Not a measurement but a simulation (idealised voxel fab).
Presented below is a process module, voxel gate over fins.
In the cross-section labelled cut, the width is 230 nm and each square cell is 5 nm.
For the purposes of this document, a cross-section shall be understood as a grid of square cells, specified as bands listed in top-to-bottom order, each band consisting of one or more rows of cells. Top height, bottom height, nm. Materials left to right, width each, nm. Single material + "all across" = fills band edge to edge. "air" = empty. Heights are expressed relative to 0, this being the level below which the as-received wafer comprises one material exclusively. The lowest band is unbounded in the downward direction and is denoted as in "0 -> down". A width given as "30..40" starts at the first number in the band's top row and ends at the second number in its bottom row, shifting by an equal amount at every step from row to row. Step note "nothing changed" = no cross-section cell changed. Enclosed empty spaces: empty space of 8 cells or more with no open way to the top, each as width x height at its distance from the left edge, in nm. Whatever follows a step's settings on its line is a remark the simulator itself makes about that step. overlay nm: on a step with a mask, how far right of its planned place the mask lay; negative means left.
Planned step list for the process
1. op RECEIVE | material Si
2. op CONFORMAL_DEP | material SiN | thk nm 5
3. op DIRECTIONAL_DEP | material aC | thk nm 15
4. op PATTERN | tone cover | mask id FINS | material resist | width nm 15 | pitch nm 45 | thk nm 30 | overlay nm 0
5. op DIRECTIONAL_ETCH | etch materials aC | depth nm 15
6. op STRIP | etch materials resist
7. op DIRECTIONAL_ETCH | etch materials SiN | depth nm 5
8. op DIRECTIONAL_ETCH | etch materials Si | depth nm 40
9. op STRIP | etch materials aC
10. op OXIDIZE | depth nm 5
11. op FILL_DEP | material SiO2 | thk nm 15
12. op CMP | height nm 5
13. op SELECTIVE_ETCH | etch materials SiO2 | depth nm 15
14. op STRIP | etch materials SiN
15. op CONFORMAL_DEP | material HfO2 | thk nm 5
16. op CONFORMAL_DEP | material TiN | thk nm 5
17. op CONFORMAL_DEP | material TiAl | thk nm 5
18. op CONFORMAL_DEP | material TiN | thk nm 5
19. op FILL_DEP | material W | thk nm 10
20. op CMP | height nm 25
21. op CONFORMAL_DEP | material SiN | thk nm 10
The cross-section here shows the wafer as received, i.e. in its state after step 1
* 0 -> down | Si all across
* Enclosed empty spaces: none
First wafer of two, sectioned at end of module; run went per plan
* 35 -> 25 | SiN all across
* 25 -> 20 | W all across
* 20 -> 15 | 25 of W, 180 of TiN, 25 of W
* 15 -> 10 | 25 of W, 5 of TiN, 35 of TiAl, 10 of TiN, 35 of TiAl, 10 of TiN, 35 of TiAl, 10 of TiN, 35 of TiAl, 5 of TiN, 25 of W
* 10 -> 5 | 30 of TiN, 5 of TiAl, 25 of TiN, 5 of TiAl, 10 of TiN, 5 of TiAl, 25 of TiN, 5 of TiAl, 10 of TiN, 5 of TiAl, 25 of TiN, 5 of TiAl, 10 of TiN, 5 of TiAl, 25 of TiN, 5 of TiAl, 30 of TiN
* 5 -> 0 | 35 of TiAl, 5 of TiN, 15 of HfO2, 5 of TiN, 20 of TiAl, 5 of TiN, 15 of HfO2, 5 of TiN, 20 of TiAl, 5 of TiN, 15 of HfO2, 5 of TiN, 20 of TiAl, 5 of TiN, 15 of HfO2, 5 of TiN, 35 of TiAl
* 0 -> -5 | 40 of TiN, 5 of HfO2, 5 of Si, 5 of HfO2, 30 of TiN, 5 of HfO2, 5 of Si, 5 of HfO2, 30 of TiN, 5 of HfO2, 5 of Si, 5 of HfO2, 30 of TiN, 5 of HfO2, 5 of Si, 5 of HfO2, 40 of TiN
* -5 -> -10 | 45 of HfO2, 5 of Si, 40 of HfO2, 5 of Si, 40 of HfO2, 5 of Si, 40 of HfO2, 5 of Si, 45 of HfO2
* -10 -> -45 | 45 of SiO2, 5 of Si, 40 of SiO2, 5 of Si, 40 of SiO2, 5 of Si, 40 of SiO2, 5 of Si, 45 of SiO2
* -45 -> down | Si all across
* Enclosed empty spaces: none
This is the second of the two wafers, cross-sectioned at the end of the module; it started exactly like the first and was given the same plan, but it was run with one mistake
* 35 -> 25 | SiN all across
* 25 -> 20 | W all across
* 20 -> 15 | 25 of W, 185 of TiN, 20 of W
* 15 -> 10 | 25 of W, 5 of TiN, 40 of TiAl, 5 of TiN, 40 of TiAl, 5 of TiN, 40 of TiAl, 5 of TiN, 40 of TiAl, 5 of TiN, 20 of W
* 10 -> 5 | 30 of TiN, 5 of TiAl, 30 of TiN, 5 of TiAl, 5 of TiN, 5 of TiAl, 30 of TiN, 5 of TiAl, 5 of TiN, 5 of TiAl, 30 of TiN, 5 of TiAl, 5 of TiN, 5 of TiAl, 30 of TiN, 5 of TiAl, 25 of TiN
* 5 -> 0 | 35 of TiAl, 5 of TiN, 20 of HfO2, 5 of TiN, 15 of TiAl, 5 of TiN, 20 of HfO2, 5 of TiN, 15 of TiAl, 5 of TiN, 20 of HfO2, 5 of TiN, 15 of TiAl, 5 of TiN, 20 of HfO2, 5 of TiN, 30 of TiAl
* 0 -> -5 | 40 of TiN, 5 of HfO2, 10 of Si, 5 of HfO2, 25 of TiN, 5 of HfO2, 10 of Si, 5 of HfO2, 25 of TiN, 5 of HfO2, 10 of Si, 5 of HfO2, 25 of TiN, 5 of HfO2, 10 of Si, 5 of HfO2, 35 of TiN
* -5 -> -10 | 45 of HfO2, 10 of Si, 35 of HfO2, 10 of Si, 35 of HfO2, 10 of Si, 35 of HfO2, 10 of Si, 40 of HfO2
* -10 -> -45 | 45 of SiO2, 10 of Si, 35 of SiO2, 10 of Si, 35 of SiO2, 10 of Si, 35 of SiO2, 10 of Si, 40 of SiO2
* -45 -> down | Si all across
* Enclosed empty spaces: none
Misprocessing identified: in deviation from the planned setting, step 4 was conducted as op PATTERN | tone cover | mask id FINS | material resist | width nm 20 | pitch nm 45 | thk nm 30 | overlay nm 0
FYI, end of process, the second wafer has more or fewer cells of some materials than the first: 36 more of Si; 28 fewer of SiO2; 6 fewer of TiN; 2 fewer of W
